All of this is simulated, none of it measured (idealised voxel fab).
Process module under the name voxel gate over fins
For reference, the cross-section in this document is cut, with width 210 nm and square cells of 5 nm.
Cross-sections here: square-cell grids, written as top-down lists of bands, a band being one or more rows of cells. Top, bottom (nm), then materials left to right with widths (nm); lone material tagged "all across" fills the whole band edge to edge; "empty" = empty space. Heights are measured from 0, the level below which the as-received wafer is all one material; the lowest band has no bottom and continues downward, written as in "0..down". Width "30..40": first value at the band's top row of cells, second value at its bottom row, equal change from row to row. "no change" (step): cross-section cells unchanged, all of them. Closed empty spaces (no open way to the top) of 8 cells or more are what "Enclosed voids" lists, each as width x height at distance from the left edge, nm for all three. Past the settings on a step's line: simulator remark, on that step. "overlay nm" answers the question of how far to the right of plan the mask lay on a step that has a mask, and when it is negative the answer is to the left.

[Set out below are the planned steps of the process]
1 RECEIVE: material Si
2 CONFORMAL_DEP: material SiN, thk nm 5
3 MASKED_ETCH: tone cover, mask id FINS, width nm 15, pitch nm 45, etch materials SiN, depth nm 5, overlay nm 0
4 MASKED_ETCH: tone cover, mask id FINS, width nm 15, pitch nm 45, etch materials Si, depth nm 30, overlay nm 0
5 FILL_DEP: material SiO2, thk nm 5
6 CMP: height nm 5
7 SELECTIVE_ETCH: etch materials SiO2, depth nm 15
8 STRIP: etch materials SiN
9 CONFORMAL_DEP: material HfO2, thk nm 5
10 CONFORMAL_DEP: material TiN, thk nm 5
11 FILL_DEP: material W, thk nm 10
12 CMP: height nm 5
13 CONFORMAL_DEP: material SiCN, thk nm 10
Variable across wafers: step 12 height nm (plan value is that of the first wafer; starting state common to all).

[Cross-section of the first of several received wafers, showing its state after step 1]
> 0..down  Si all across
> Enclosed voids: none

[Wafer rows, end of module: cells per material gained (+) or lost (-) since receipt; closed voids last]
height nm 5, +58 HfO2, -180 Si, +84 SiCN, +120 SiO2, +30 TiN, +14 W, Enclosed voids: none
height nm 10, +58 HfO2, -180 Si, +84 SiCN, +120 SiO2, +58 TiN, +28 W, Enclosed voids: none
height nm 15, +58 HfO2, -180 Si, +84 SiCN, +120 SiO2, +58 TiN, +70 W, Enclosed voids: none
height nm 20, +58 HfO2, -180 Si, +84 SiCN, +120 SiO2, +58 TiN, +112 W, Enclosed voids: none
